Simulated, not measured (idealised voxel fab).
The following is a process module called voxel gate over fins.
295 nm wide, 5 nm square cells: that's cross-section cut.
Each cross-section below is a grid of square cells, stated as bands in top-down order, with one or more rows of cells making up each band. Read a band's entry like this: the first values are the height of its top and the height of its bottom in nm, and what follows is the sequence of materials from left to right, each with its width in nm. Note that "empty" is empty space, and that a single material marked "throughout" reaches across the band from edge to edge. Heights from 0 (as-received wafer is one material below). Bottom band endless downward, as "0 down". With a width like "30->40", each row of cells in the band differs from the next by the same amount, the top row carrying the first number and the bottom row the second. Given "no change" for a step, no cell of the cross-section differs between before and after that step. "Closed void roster" means: voids of 8 cells or more that are shut off from the top with no open way through. Written width x height at distance, distance from the left edge, in nm. Where a step's line continues beyond its settings, the continuation is a remark by the simulator itself on that step. On any step carrying a mask, the "overlay nm" setting, if present on the step's line, tells how far right of its planned place the mask lay; negative values point to the left.

The planned process steps are enumerated hereunder
1: RECEIVE: material Si
2: CONFORMAL_DEP: material SiN, thk nm 5
3: MASKED_ETCH: tone cover, mask id FINS, width nm 15, pitch nm 40, etch materials SiN, depth nm 5, overlay nm 0
4: MASKED_ETCH: tone cover, mask id FINS, width nm 15, pitch nm 40, etch materials Si, depth nm 30, overlay nm 0
5: FILL_DEP: material SiO2, thk nm 5
6: CMP: height nm 5
7: SELECTIVE_ETCH: etch materials SiO2, depth nm 20
8: STRIP: etch materials SiN
9: CONFORMAL_DEP: material HfO2, thk nm 5
10: CONFORMAL_DEP: material TiN, thk nm 5
11: CONFORMAL_DEP: material TiAl, thk nm 5
12: CONFORMAL_DEP: material TiN, thk nm 5
13: FILL_DEP: material W, thk nm 15
14: CMP: height nm 30
15: CONFORMAL_DEP: material SiN, thk nm 5

Incoming wafer, cross-sectional view, post step 1
	0 down | Si throughout
	Closed void roster: none

End-of-module XS, first of two wafers, run as planned
	35 to 30 | SiN throughout
	30 to 20 | W throughout
	20 to 15 | 60 nm W; 175 nm TiN; 60 nm W
	15 to 10 | 60 nm W; 5 nm TiN; 165 nm TiAl; 5 nm TiN; 60 nm W
	10 to 5 | 60 nm W; 5 nm TiN; 5 nm TiAl; 35 nm TiN; 5 nm TiAl; 35 nm TiN; 5 nm TiAl; 35 nm TiN; 5 nm TiAl; 35 nm TiN; 5 nm TiAl; 5 nm TiN; 60 nm W
	5 to 0 | 65 nm TiN; 5 nm TiAl; 5 nm TiN; 25 nm HfO2; 5 nm TiN; 5 nm TiAl; 5 nm TiN; 25 nm HfO2; 5 nm TiN; 5 nm TiAl; 5 nm TiN; 25 nm HfO2; 5 nm TiN; 5 nm TiAl; 5 nm TiN; 25 nm HfO2; 5 nm TiN; 5 nm TiAl; 65 nm TiN
	0 to -5 | 70 nm TiAl; 5 nm TiN; 5 nm HfO2; 15 nm Si; 5 nm HfO2; 5 nm TiN; 5 nm TiAl; 5 nm TiN; 5 nm HfO2; 15 nm Si; 5 nm HfO2; 5 nm TiN; 5 nm TiAl; 5 nm TiN; 5 nm HfO2; 15 nm Si; 5 nm HfO2; 5 nm TiN; 5 nm TiAl; 5 nm TiN; 5 nm HfO2; 15 nm Si; 5 nm HfO2; 5 nm TiN; 70 nm TiAl
	-5 to -10 | 75 nm TiN; 5 nm HfO2; 15 nm Si; 5 nm HfO2; 15 nm TiN; 5 nm HfO2; 15 nm Si; 5 nm HfO2; 15 nm TiN; 5 nm HfO2; 15 nm Si; 5 nm HfO2; 15 nm TiN; 5 nm HfO2; 15 nm Si; 5 nm HfO2; 75 nm TiN
	-10 to -15 | 80 nm HfO2; 15 nm Si; 25 nm HfO2; 15 nm Si; 25 nm HfO2; 15 nm Si; 25 nm HfO2; 15 nm Si; 80 nm HfO2
	-15 to -30 | 80 nm SiO2; 15 nm Si; 25 nm SiO2; 15 nm Si; 25 nm SiO2; 15 nm Si; 25 nm SiO2; 15 nm Si; 80 nm SiO2
	-30 down | Si throughout
	Closed void roster: none

second wafer at the end: like start, like plan, one mistake
	35 to 30 | SiN throughout
	30 to 15 | W throughout
	15 to 10 | 65 nm W; 165 nm TiN; 65 nm W
	10 to 5 | 65 nm W; 5 nm TiN; 35 nm TiAl; 5 nm TiN; 35 nm TiAl; 5 nm TiN; 35 nm TiAl; 5 nm TiN; 35 nm TiAl; 5 nm TiN; 65 nm W
	5 to 0 | 65 nm W; 5 nm TiN; 5 nm TiAl; 25 nm HfO2; 5 nm TiAl; 5 nm TiN; 5 nm TiAl; 25 nm HfO2; 5 nm TiAl; 5 nm TiN; 5 nm TiAl; 25 nm HfO2; 5 nm TiAl; 5 nm TiN; 5 nm TiAl; 25 nm HfO2; 5 nm TiAl; 5 nm TiN; 65 nm W
	0 to -5 | 70 nm TiN; 5 nm TiAl; 5 nm HfO2; 15 nm Si; 5 nm HfO2; 5 nm TiAl; 5 nm TiN; 5 nm TiAl; 5 nm HfO2; 15 nm Si; 5 nm HfO2; 5 nm TiAl; 5 nm TiN; 5 nm TiAl; 5 nm HfO2; 15 nm Si; 5 nm HfO2; 5 nm TiAl; 5 nm TiN; 5 nm TiAl; 5 nm HfO2; 15 nm Si; 5 nm HfO2; 5 nm TiAl; 70 nm TiN
	-5 to -10 | 75 nm TiAl; 5 nm HfO2; 15 nm Si; 5 nm HfO2; 15 nm TiAl; 5 nm HfO2; 15 nm Si; 5 nm HfO2; 15 nm TiAl; 5 nm HfO2; 15 nm Si; 5 nm HfO2; 15 nm TiAl; 5 nm HfO2; 15 nm Si; 5 nm HfO2; 75 nm TiAl
	-10 to -15 | 80 nm HfO2; 15 nm Si; 25 nm HfO2; 15 nm Si; 25 nm HfO2; 15 nm Si; 25 nm HfO2; 15 nm Si; 80 nm HfO2
	-15 to -30 | 80 nm SiO2; 15 nm Si; 25 nm SiO2; 15 nm Si; 25 nm SiO2; 15 nm Si; 25 nm SiO2; 15 nm Si; 80 nm SiO2
	-30 down | Si throughout
	Closed void roster: none
Deviation from plan: step 10 of the plan got skipped, so it never ran
Upon completion, the second wafer contains, in terms of cells, a greater or smaller amount of certain materials than the first wafer: TiAl: 9 more, TiN: 74 fewer, W: 65 more
